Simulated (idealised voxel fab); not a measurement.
process module | voxel capacitor over wiring
cross-section cut | 290 nm wide | cells 5 nm
A cross-section is a grid of square cells, given in bands from the top down. A band is one or more rows of cells.
Each band's line starts with the height of the band's top and of its bottom, in nm. Then come its materials from left to right, each with its width in nm. One material with "throughout" fills the band from edge to edge. "air" is empty space.
Height 0 is the level under which the wafer as received is all one material. The lowest band goes on downwards, as in "0 down".
A width such as "30 to 40" changes by the same amount from each row of cells to the next, from the band's top row to its bottom row.
"no change" after a step means that no cell of the cross-section changed.
closed voids: empty space of 8 cells or more with no open way to the top, each as width x height at its distance from the left edge, in nm
after a step's settings: what the simulator itself notes on the step
overlay nm, on a step with a mask: how far to the right of its planned place the mask lay; to the left if negative
plan
1 op RECEIVE | material Si
2 op CONFORMAL_DEP | material SiO2 | thk nm 10
3 op CONFORMAL_DEP | material SiCN | thk nm 5
4 op DIRECTIONAL_DEP | material SiO2 | thk nm 25
5 op PATTERN | tone open | mask id METAL_1 | material resist | width nm 20 | pitch nm 80 | thk nm 15 | overlay nm 0
6 op DIRECTIONAL_ETCH | etch materials SiO2 | depth nm 25
7 op DIRECTIONAL_ETCH | etch materials SiCN | depth nm 5
8 op STRIP | etch materials resist
9 op CONFORMAL_DEP | material TiN | thk nm 5
10 op FILL_DEP | material Cu | thk nm 10
11 op CMP | height nm 40
12 op CONFORMAL_DEP | material SiCN | thk nm 5
13 op DIRECTIONAL_DEP | material lowk | thk nm 15
14 op MASKED_ETCH | tone open | mask id PLUG_1 | width nm 15 | etch materials lowk | depth nm 15 | overlay nm 0
15 op MASKED_ETCH | tone open | mask id PLUG_1 | width nm 15 | etch materials SiCN | depth nm 5 | overlay nm 0
16 op CONFORMAL_DEP | material TiN | thk nm 5
17 op FILL_DEP | material Cu | thk nm 10
18 op CMP | height nm 60
19 op DIRECTIONAL_DEP | material TiN | thk nm 10
20 op DIRECTIONAL_DEP | material Al2O3 | thk nm 5
21 op DIRECTIONAL_DEP | material TiN | thk nm 5
22 op DIRECTIONAL_DEP | material aC | thk nm 15
23 op PATTERN | tone cover | mask id UPPER_PLATE | material resist | width nm 65 | thk nm 35 | overlay nm 0
24 op DIRECTIONAL_ETCH | etch materials aC | depth nm 15
25 op STRIP | etch materials resist
26 op DIRECTIONAL_ETCH | etch materials TiN | depth nm 5
27 op DIRECTIONAL_ETCH | etch materials Al2O3 | depth nm 5
28 op STRIP | etch materials aC
29 op PATTERN | tone cover | mask id LOWER_PLATE | material resist | width nm 75 | thk nm 20 | overlay nm 0
30 op DIRECTIONAL_ETCH | etch materials TiN | depth nm 10
31 op STRIP | etch materials resist
32 op FILL_DEP | material SiO2 | thk nm 15
33 op CMP | height nm 90
34 op DIRECTIONAL_DEP | material aC | thk nm 10
35 op PATTERN | tone open | mask id PLUG_2 | material resist | width nm 15 | thk nm 25 | overlay nm 0
36 op DIRECTIONAL_ETCH | etch materials aC | depth nm 10
37 op STRIP | etch materials resist
38 op DIRECTIONAL_ETCH | etch materials SiO2 | depth nm 10
39 op STRIP | etch materials aC
40 op CONFORMAL_DEP | material TiN | thk nm 5
41 op FILL_DEP | material Ru | thk nm 5
42 op CMP | height nm 90
43 op CONFORMAL_DEP | material SiN | thk nm 5
as received, after step 1
  0 down: Si throughout
  closed voids: none
a wafer at the end: this start, this plan, one mistake
  95 to 90: SiN throughout
  90 to 85: SiO2 110 | TiN 5 | Ru 5 | TiN 5 | SiO2 165
  85 to 75: SiO2 110 to 100 | TiN 15 to 65 | SiO2 165 to 125
  75 to 70: SiO2 100 | Al2O3 65 | SiO2 125
  70 to 60: SiO2 95 | TiN 75 | SiO2 120
  60 to 55: SiCN 100 | TiN 15 | SiCN 175
  55 to 45: Cu throughout
  45 to 40: TiN 100 | Cu 10 | TiN 70 | Cu 10 | TiN 100
  40 to 15: SiO2 95 | TiN 5 | Cu 10 | TiN 5 | SiO2 60 | TiN 5 | Cu 10 | TiN 5 | SiO2 95
  15 to 10: SiCN 95 | TiN 20 | SiCN 60 | TiN 20 | SiCN 95
  10 to 0: SiO2 throughout
  0 down: Si throughout
  closed voids: none
what went wrong: step 11 was left out
